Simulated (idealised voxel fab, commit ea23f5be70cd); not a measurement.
You're looking at the process module voxel transistor to metal.
This is section cut - it's 210 nm across, gridded in 5 nm square cells.
Cross-section format: a grid of square cells, given as bands from top to bottom; each band is one or more rows of cells.
Basically the band line says how high the top is and how high the bottom is, in nm, and then what's in it from left to right, every material with its width in nm. Empty space shows up as "air", and if a single material carries "throughout" it runs the full band edge to edge.
Ref level 0: as-received wafer is one material below here. Bottom band extends down with no lower bound ("0 down").
Graded width ("30->40"): value in top row of band = first number; value in bottom row = second number; row-to-row change constant.
Where a step carries "no alteration", the cross-section came out of it unchanged, cell for cell.
"Enclosed void list" enumerates empty spaces isolated from the top, with no open way to it, that contain at least 8 cells, giving each as width x height at distance from the left edge, all three in nm.
Whatever follows a step's settings on its line is a remark the simulator itself makes about that step.
overlay nm: step with mask; distance mask lay right of planned place; negative value = left of planned place.
## Planned step list for the process
step 1: RECEIVE,material Si
step 2: CONFORMAL_DEP,material SiO2,thk nm 5
step 3: CONFORMAL_DEP,material SiN,thk nm 10
step 4: MASKED_ETCH,tone cover,mask id ACTIVE,width nm 110,etch materials SiN,depth nm 10,overlay nm 0
step 5: MASKED_ETCH,tone cover,mask id ACTIVE,width nm 110,etch materials SiO2,depth nm 5,overlay nm 0
step 6: MASKED_ETCH,tone cover,mask id ACTIVE,width nm 110,etch materials Si,depth nm 25,overlay nm 0
step 7: FILL_DEP,material SiO2,thk nm 10
step 8: CMP,height nm 15
step 9: SELECTIVE_ETCH,etch materials SiO2,depth nm 5
step 10: STRIP,etch materials SiN
step 11: SELECTIVE_ETCH,etch materials SiO2,depth nm 5
step 12: OXIDIZE,depth nm 5
step 13: DIRECTIONAL_DEP,material polySi,thk nm 25
step 14: DIRECTIONAL_DEP,material SiCN,thk nm 15
step 15: MASKED_ETCH,tone cover,mask id GATE,width nm 30,etch materials SiCN,depth nm 25,overlay nm 0
step 16: MASKED_ETCH,tone cover,mask id GATE,width nm 30,etch materials polySi,depth nm 35,overlay nm 0
step 17: CONFORMAL_DEP,material SiN,thk nm 5
step 18: DIRECTIONAL_ETCH,etch materials SiN,depth nm 5
step 19: DIRECTIONAL_ETCH,etch materials SiO2,depth nm 5
step 20: DIRECTIONAL_ETCH,etch materials Si,depth nm 15
step 21: EPI,material pSi,thk nm 15
step 22: FILL_DEP,material SiO2,thk nm 5
step 23: CMP,height nm 25
step 24: STRIP,etch materials polySi
step 25: SELECTIVE_ETCH,etch materials SiO2,depth nm 5
step 26: CONFORMAL_DEP,material HfO2,thk nm 5
step 27: CONFORMAL_DEP,material TiN,thk nm 5
step 28: FILL_DEP,material W,thk nm 5
step 29: CMP,height nm 10
step 30: DIRECTIONAL_DEP,material SiO2,thk nm 15
step 31: DIRECTIONAL_DEP,material aC,thk nm 15
step 32: PATTERN,tone open,mask id CONTACT,material resist,width nm 15,pitch nm 75,thk nm 35,overlay nm 0
step 33: DIRECTIONAL_ETCH,etch materials aC,depth nm 15
step 34: STRIP,etch materials resist
step 35: DIRECTIONAL_ETCH,etch materials SiO2,depth nm 40
step 36: STRIP,etch materials aC
step 37: CONFORMAL_DEP,material TiN,thk nm 5
step 38: FILL_DEP,material Ru,thk nm 10
step 39: CMP,height nm 35
step 40: CONFORMAL_DEP,material SiCN,thk nm 5
step 41: DIRECTIONAL_DEP,material lowk,thk nm 25
step 42: MASKED_ETCH,tone open,mask id METAL_1,width nm 15,pitch nm 75,etch materials lowk,depth nm 25,overlay nm 0
step 43: MASKED_ETCH,tone open,mask id METAL_1,width nm 15,pitch nm 75,etch materials SiCN,depth nm 5,overlay nm 0
step 44: CONFORMAL_DEP,material TiN,thk nm 5
step 45: FILL_DEP,material Cu,thk nm 10
step 46: CMP,height nm 65
step 47: CONFORMAL_DEP,material SiN,thk nm 5
The plan shows the height nm of step 29 as the first wafer had it; this setting differs between the wafers, which start out alike.
## The first of several wafers as received, shown in cross-section; this is its state after step 1
* 0 down | Si throughout
* Enclosed void list: none
## Table: wafers, a row each; end-of-module cell change per material since receipt, gain (+), loss (-); then closed voids
height nm 10, +10 Cu, +12 HfO2, +48 Ru, -164 Si, +36 SiCN, +48 SiN, +258 SiO2, +98 TiN, +2 W, +180 lowk, +60 pSi, Enclosed void list: none
height nm 15, +10 Cu, +14 HfO2, +8 Ru, -164 Si, +36 SiCN, +50 SiN, +286 SiO2, +104 TiN, +4 W, +180 lowk, +60 pSi, Enclosed void list: none
height nm 20, +10 Cu, +16 HfO2, +8 Ru, -164 Si, +36 SiCN, +52 SiN, +314 SiO2, +70 TiN, +6 W, +180 lowk, +60 pSi, Enclosed void list: none
height nm 25, +10 Cu, +52 HfO2, +2 Ru, -164 Si, +36 SiCN, +54 SiN, +302 SiO2, +48 TiN, +8 W, +180 lowk, +60 pSi, Enclosed void list: none
height nm 30, +10 Cu, +58 HfO2, -164 Si, +36 SiCN, +54 SiN, +266 SiO2, +78 TiN, +10 W, +180 lowk, +60 pSi, Enclosed void list: none
height nm 35, +10 Cu, +58 HfO2, -164 Si, +36 SiCN, +54 SiN, +230 SiO2, +82 TiN, +42 W, +180 lowk, +60 pSi, Enclosed void list: none
